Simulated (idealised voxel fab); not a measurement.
Name of the process module below: voxel double patterning
Square cells of 5 nm make up the cross-section cut, whose width is 295 nm.
A cross-section in this document is a grid of square cells, and it is written down as bands, the top band listed before the ones below it; a band is made up of one or more rows of cells.
Band entry format. Leading values: height of top, height of bottom, nm. Remainder: materials in left-to-right order, each with its width in nm. Special words: "throughout" on a single material, which then fills the band edge to edge; "blank", empty space.
Where do heights start? At 0: under that level the wafer as delivered is made of one material only. And the lowest band has no floor; it just carries on downward, as in "from 0 down".
The expression "30->40" gives the width at the extremes of the band, the first number at its top row of cells and the second at its bottom row, with the width changing by equal amounts from each row to the next in between.
You'll sometimes find "remained unchanged" written for a step, and that's the way of saying that nowhere in the cross-section did a cell change during that step.
Reported under the label "Closed void listing" are the empty spaces having no open way to the top and comprising 8 cells or more; the notation for each is width x height at distance, in which the distance is measured from the left edge and all three values are in nm.
Whatever follows a step's settings on its line is a remark the simulator itself makes about that step.
The setting "overlay nm" may be written on the line of a step. When the step uses a mask, the value reports how far to the right of the planned place the mask lay, and a negative value reports that it lay to the left.
# Set out below are the planned steps of the process
step 1: RECEIVE: material Si
step 2: CONFORMAL_DEP: material SiN, thk nm 10
step 3: DIRECTIONAL_DEP: material SiO2, thk nm 15
step 4: DIRECTIONAL_DEP: material SiCN, thk nm 5
step 5: PATTERN: tone open, mask id FIRST, material resist, width nm 15, pitch nm 50, thk nm 15, overlay nm 0
step 6: DIRECTIONAL_ETCH: etch materials SiCN, depth nm 5
step 7: STRIP: etch materials resist
step 8: DIRECTIONAL_DEP: material aC, thk nm 10
step 9: PATTERN: tone open, mask id SECOND, material resist, width nm 15, thk nm 30, overlay nm 0
step 10: DIRECTIONAL_ETCH: etch materials aC, depth nm 10
step 11: STRIP: etch materials resist
step 12: DIRECTIONAL_ETCH: etch materials SiCN, depth nm 5
step 13: STRIP: etch materials aC
step 14: DIRECTIONAL_ETCH: etch materials SiO2, depth nm 15
step 15: STRIP: etch materials SiCN
# Cross-section of the wafer at receipt, which is the condition after step 1
> from 0 down | Si throughout
> Closed void listing: none
# Starting structure and process plan are as shown above, but one mistake was made in running the module; the wafer cross-section at the end of the module follows
> from 40 to 35 | SiN (115)  blank (15)  SiN (35)  blank (15)  SiN (115)
> from 35 to 30 | SiN throughout
> from 30 to 25 | SiCN (115)  SiN (15)  SiCN (35)  SiN (15)  SiCN (115)
> from 25 to 10 | SiO2 throughout
> from 10 to 0 | SiN throughout
> from 0 down | Si throughout
> Closed void listing: none
Error vs. plan: heads up, step 8 didn't go per plan, it actually ran as DIRECTIONAL_DEP: material SiN, thk nm 10
